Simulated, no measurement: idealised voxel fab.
This is a process module. Its name is voxel spacer lines.
Square cells of 5 nm make up the cross-section cut, whose width is 300 nm.
Heads up, the way a cross-section reads in here is a grid of square cells, handed over as bands from the top down, with every band being one or more rows of cells. This entry defines a band. It first specifies the height of the band's top and the height of its bottom in nm, and then specifies the band's materials from left to right, stating each material with its width in nm. The word "full width" identifies a single material that fills the band from edge to edge, while the word "empty" identifies empty space. Where do heights start? At 0: under that level the wafer as delivered is made of one material only. And the lowest band has no floor; it just carries on downward, as in "0..down". Quick explanation for "30->40": the width changes in equal steps down the rows of cells, from the first number in the band's top row to the second number in its bottom row. You'll sometimes find "no modifications" written for a step, and that's the way of saying that nowhere in the cross-section did a cell change during that step. Entry "Closed void catalog" = empty spaces >= 8 cells with no open way to the top; each as width x height at distance, distance from left edge, all nm. Whatever follows a step's settings on its line is a remark the simulator itself makes about that step. Among the settings permitted on a step's line is "overlay nm"; applied to a step with a mask, it specifies the extent to which the mask lay to the right of its planned position, whereas a negative figure signifies a position to the left.

LIST OF PLANNED PROCESS STEPS
1) RECEIVE | material Si
2) CONFORMAL_DEP | material Al2O3 | thk nm 10
3) DIRECTIONAL_DEP | material TiN | thk nm 15
4) DIRECTIONAL_DEP | material aC | thk nm 30
5) PATTERN | tone cover | mask id MANDREL | material resist | width nm 20 | pitch nm 60 | thk nm 35 | overlay nm 0
6) DIRECTIONAL_ETCH | etch materials aC | depth nm 30
7) STRIP | etch materials resist
8) CONFORMAL_DEP | material SiO2 | thk nm 10
9) DIRECTIONAL_ETCH | etch materials SiO2 | depth nm 10
10) STRIP | etch materials aC
11) DIRECTIONAL_ETCH | etch materials TiN | depth nm 15
12) STRIP | etch materials SiO2

DELIVERED WAFER IN CROSS-SECTION: STATE AFTER STEP 1
> 0..down | Si full width
> Closed void catalog: none

END-OF-MODULE CROSS-SECTION OF THE FIRST OF TWO WAFERS, PROCESSED AS PLANNED
> 25..10 | empty 70 nm | TiN 10 nm | empty 20 nm | TiN 10 nm | empty 20 nm | TiN 10 nm | empty 20 nm | TiN 10 nm | empty 20 nm | TiN 10 nm | empty 20 nm | TiN 10 nm | empty 70 nm
> 10..0 | Al2O3 full width
> 0..down | Si full width
> Closed void catalog: none

END OF MODULE, SECOND WAFER, CROSS-SECTION. STARTED LIKE THE FIRST, PLANNED LIKE THE FIRST, RUN WITH ONE MISTAKE
> 40..10 | TiN full width
> 10..0 | Al2O3 full width
> 0..down | Si full width
> Closed void catalog: none
Which mistake was made when the wafer was run? planned and actual differ for step 4; actual: DIRECTIONAL_DEP | material TiN | thk nm 30
The final cell counts differ between the wafers, with the second having more or fewer of some materials than the first: +324 TiN
